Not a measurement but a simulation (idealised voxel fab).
Proc. module: voxel capacitor over wiring
Shown is cross-section cut, with a width of 245 nm and square cells of size 5 nm.
If you're reading a cross-section in this doc, picture square cells in a grid; it comes to you as bands, top ones listed first down to the bottom, and a band can be one or more rows of cells. Within each band entry, the heights of the top and of the bottom of the band appear first, in that order and in nm; the materials of the band then follow from left to right, each with its corresponding width in nm. The designation "full width" on a single material indicates that it fills the band from edge to edge; the designation "empty" indicates empty space. Note: height 0 marks the level under which the wafer is uniformly one material as received. Lowest band unbounded below, written "0 down". You'd read "30->40" like this: the band's top row of cells is as wide as the first number, its bottom row is as wide as the second, and going down, every row changes width by the same amount as the row before did. Any step labelled "nothing got changed" changed none of the cells in the cross-section. Basically, "Trapped voids" tells you about the enclosed voids: empty spaces with no open way to the top, 8 cells or bigger, each written width x height at distance, where distance is from the left edge, all in nm. Text after the settings on a step's line: the simulator's own remark on that step. For masked steps, "overlay nm" on the step line gives how far right of plan the mask actually lay; a minus sign means it lay to the left.

These are the steps we planned for the process:
- 1: RECEIVE: material Si
- 2: CONFORMAL_DEP: material SiO2, thk nm 15
- 3: CONFORMAL_DEP: material SiN, thk nm 5
- 4: DIRECTIONAL_DEP: material SiO2, thk nm 15
- 5: MASKED_ETCH: tone open, mask id METAL_1, width nm 30, pitch nm 100, etch materials SiO2, depth nm 15, overlay nm 0
- 6: MASKED_ETCH: tone open, mask id METAL_1, width nm 30, pitch nm 100, etch materials SiN, depth nm 5, overlay nm 0
- 7: CONFORMAL_DEP: material TiN, thk nm 5
- 8: FILL_DEP: material W, thk nm 10
- 9: CMP: height nm 35
- 10: EPI: material Ru, thk nm 5
- 11: FILL_DEP: material SiCN, thk nm 5
- 12: DIRECTIONAL_DEP: material SiO2, thk nm 20
- 13: DIRECTIONAL_DEP: material aC, thk nm 15
- 14: PATTERN: tone open, mask id PLUG_1, material resist, width nm 15, thk nm 35, overlay nm 0
- 15: DIRECTIONAL_ETCH: etch materials aC, depth nm 15
- 16: STRIP: etch materials resist
- 17: DIRECTIONAL_ETCH: etch materials SiO2, depth nm 20
- 18: DIRECTIONAL_ETCH: etch materials SiCN, depth nm 5
- 19: STRIP: etch materials aC
- 20: CONFORMAL_DEP: material TiN, thk nm 5
- 21: FILL_DEP: material Ru, thk nm 5
- 22: CMP: height nm 65
- 23: DIRECTIONAL_DEP: material TiN, thk nm 5
- 24: DIRECTIONAL_DEP: material SiN, thk nm 5
- 25: DIRECTIONAL_DEP: material TiN, thk nm 5
- 26: DIRECTIONAL_DEP: material aC, thk nm 15
- 27: PATTERN: tone cover, mask id UPPER_PLATE, material resist, width nm 75, thk nm 30, overlay nm 0
- 28: DIRECTIONAL_ETCH: etch materials aC, depth nm 15
- 29: STRIP: etch materials resist
- 30: DIRECTIONAL_ETCH: etch materials TiN, depth nm 5
- 31: DIRECTIONAL_ETCH: etch materials SiN, depth nm 5
- 32: STRIP: etch materials aC
- 33: DIRECTIONAL_DEP: material aC, thk nm 15
- 34: PATTERN: tone cover, mask id LOWER_PLATE, material resist, width nm 85, thk nm 30, overlay nm 0
- 35: DIRECTIONAL_ETCH: etch materials aC, depth nm 5
- 36: STRIP: etch materials resist
- 37: DIRECTIONAL_ETCH: etch materials TiN, depth nm 5
- 38: STRIP: etch materials aC
- 39: FILL_DEP: material SiO2, thk nm 20
- 40: CMP: height nm 95
- 41: PATTERN: tone open, mask id PLUG_2, material resist, width nm 15, thk nm 20, overlay nm 0
- 42: DIRECTIONAL_ETCH: etch materials SiO2, depth nm 15
- 43: STRIP: etch materials resist
- 44: CONFORMAL_DEP: material TiN, thk nm 5
- 45: FILL_DEP: material Ru, thk nm 10
- 46: CMP: height nm 95
- 47: CONFORMAL_DEP: material SiN, thk nm 5
Split variable: depth nm, step 35. Plan value = first wafer. Wafers start alike.

Cross-section of the first of several received wafers, showing its state after step 1:
- 0 down = Si full width
- Trapped voids: none

Gained (+) or lost (-) cells of each material since receipt, then closed voids: one row per wafer, at the end of the module:
depth nm 5 | +22 Ru | +79 SiCN | +101 SiN | +648 SiO2 | +106 TiN | +24 W | Trapped voids: none
depth nm 10 | +22 Ru | +79 SiCN | +101 SiN | +648 SiO2 | +106 TiN | +24 W | Trapped voids: none
depth nm 15 | +22 Ru | +79 SiCN | +101 SiN | +680 SiO2 | +74 TiN | +24 W | Trapped voids: none
depth nm 20 | +22 Ru | +79 SiCN | +101 SiN | +680 SiO2 | +74 TiN | +24 W | Trapped voids: none
depth nm 25 | +22 Ru | +79 SiCN | +101 SiN | +680 SiO2 | +74 TiN | +24 W | Trapped voids: none
depth nm 30 | +22 Ru | +79 SiCN | +101 SiN | +680 SiO2 | +74 TiN | +24 W | Trapped voids: none
